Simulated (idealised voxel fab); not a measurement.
The process module presented herein is designated voxel trench capacitor.
Each square cell in cross-section cut measures 5 nm, and the section as a whole is 160 nm wide.
Cross-section = grid of square cells, listed top down in bands; band = one or more rows.
Band entry format. Leading values: height of top, height of bottom, nm. Remainder: materials in left-to-right order, each with its width in nm. Special words: "throughout" on a single material, which then fills the band edge to edge; "empty", empty space.
For the purposes of this specification, 0 denotes the height below which the wafer in its as-received condition is composed wholly of one material, and the lowermost band, lacking a lower limit, extends downward without end, as expressed in "0 nm and below".
The expression "30..40" gives the width at the extremes of the band, the first number at its top row of cells and the second at its bottom row, with the width changing by equal amounts from each row to the next in between.
A step reported as "same as before" is a step in which no cell of the cross-section changed.
"Sealed void inventory" - sealed voids, min. 8 cells, no opening to top; format: width x height at distance (distance from left edge; nm throughout).
On each step's line, the part that comes after the settings is the simulator's own comment on the step.
Among the settings permitted on a step's line is "overlay nm"; applied to a step with a mask, it specifies the extent to which the mask lay to the right of its planned position, whereas a negative figure signifies a position to the left.

[Planned step list for the process]
- 1: RECEIVE, material Si
- 2: CONFORMAL_DEP, material SiN, thk nm 5
- 3: DIRECTIONAL_DEP, material aC, thk nm 15
- 4: PATTERN, tone open, mask id TRENCH, material resist, width nm 20, pitch nm 40, thk nm 35, overlay nm 0
- 5: DIRECTIONAL_ETCH, etch materials aC, depth nm 15
- 6: STRIP, etch materials resist
- 7: DIRECTIONAL_ETCH, etch materials SiN, depth nm 5
- 8: DIRECTIONAL_ETCH, etch materials Si, depth nm 30
- 9: STRIP, etch materials aC
- 10: CONFORMAL_DEP, material SiO2, thk nm 5
- 11: FILL_DEP, material polySi, thk nm 10
- 12: CMP, height nm 5

[The cross-section here shows the wafer as received, i.e. in its state after step 1]
    0 nm and below  Si throughout
    Sealed void inventory: none

[Below is the wafer in cross-section after the module was completed. It began from the starting point shown above and followed the plan shown above, except that one mistake was made while running it]
    5 nm to 0 nm  30 nm SiN, then 5 nm SiO2, then 10 nm polySi, then 5 nm SiO2, then 20 nm SiN, then 5 nm SiO2, then 10 nm polySi, then 5 nm SiO2, then 20 nm SiN, then 5 nm SiO2, then 10 nm polySi, then 5 nm SiO2, then 30 nm SiN
    0 nm to -30 nm  30 nm Si, then 5 nm SiO2, then 10 nm polySi, then 5 nm SiO2, then 20 nm Si, then 5 nm SiO2, then 10 nm polySi, then 5 nm SiO2, then 20 nm Si, then 5 nm SiO2, then 10 nm polySi, then 5 nm SiO2, then 30 nm Si
    -30 nm to -35 nm  30 nm Si, then 20 nm SiO2, then 20 nm Si, then 20 nm SiO2, then 20 nm Si, then 20 nm SiO2, then 30 nm Si
    -35 nm and below  Si throughout
    Sealed void inventory: none
Short version of what went wrong: step 8 was run on a setting that differed from the plan, and what really ran there is DIRECTIONAL_ETCH, etch materials Si, depth nm 35
